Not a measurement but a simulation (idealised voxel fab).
A process module follows: voxel tone inversion.
In the cross-section labelled cut, the width is 290 nm and each square cell is 5 nm.
Cross-section spec: square-cell grid; bands listed top down; each band is one or more rows.
For a band, the entry starts with two heights in nm, that of the top and then that of the bottom, and carries on with the band's materials in order from left to right, each alongside its width in nm; the word "throughout" beside a single material means it fills the band edge to edge, and "empty" means empty space.
Height is counted from the level 0, under which the received wafer is composed throughout of one material. The lowest of the bands is not closed at the bottom but continues downward, in the notation "0 nm and below".
It should be noted that a width expressed as "30 to 40" varies in equal increments from row to row of cells within the band, taking the value of the first number at the top row and that of the second number at the bottom row.
"identical to before" (step): cross-section cells unchanged, all of them.
"Catalogued sealed voids" lists enclosed empty spaces (at least 8 cells, no open path upward to the top), each as width x height at distance from the left edge, in nm.
Note: text after step settings on the step line = simulator remark on that step.
overlay nm: how far to the right of its planned place the mask lay on this masked step (negative: to the left).

[So here's the lineup of process steps we planned]
1. RECEIVE,material Si
2. CONFORMAL_DEP,material SiCN,thk nm 10
3. DIRECTIONAL_DEP,material aC,thk nm 25
4. PATTERN,tone cover,mask id POSTS,material resist,width nm 20,pitch nm 35,thk nm 30,overlay nm 0
5. DIRECTIONAL_ETCH,etch materials aC,depth nm 25
6. STRIP,etch materials resist
7. FILL_DEP,material SiO2,thk nm 10
8. CMP,height nm 35
9. STRIP,etch materials aC
10. CONFORMAL_DEP,material TiN,thk nm 5
11. FILL_DEP,material Cu,thk nm 5
12. CMP,height nm 35
13. CONFORMAL_DEP,material SiN,thk nm 5

[Cross-section of the wafer as it came to us, i.e., already through step 1]
0 nm and below: Si throughout
Catalogued sealed voids: none

[Cross-sectional result after module completion. Note: starting condition and plan are unchanged from above; one processing mistake was made]
40 nm to 35 nm: SiN throughout
35 nm to 20 nm: 100 SiO2, 5 TiN, 10 Cu, 5 TiN, 15 SiO2, 5 TiN, 10 Cu, 5 TiN, 15 SiO2, 5 TiN, 10 Cu, 5 TiN, 100 SiO2
20 nm to 15 nm: 100 SiO2, 20 TiN, 15 SiO2, 20 TiN, 15 SiO2, 20 TiN, 100 SiO2
15 nm to 0 nm: SiCN throughout
0 nm and below: Si throughout
Catalogued sealed voids: none
Heads up, the wafer didn't run the way we planned it: step 2 changed vs plan, executed as CONFORMAL_DEP,material SiCN,thk nm 15
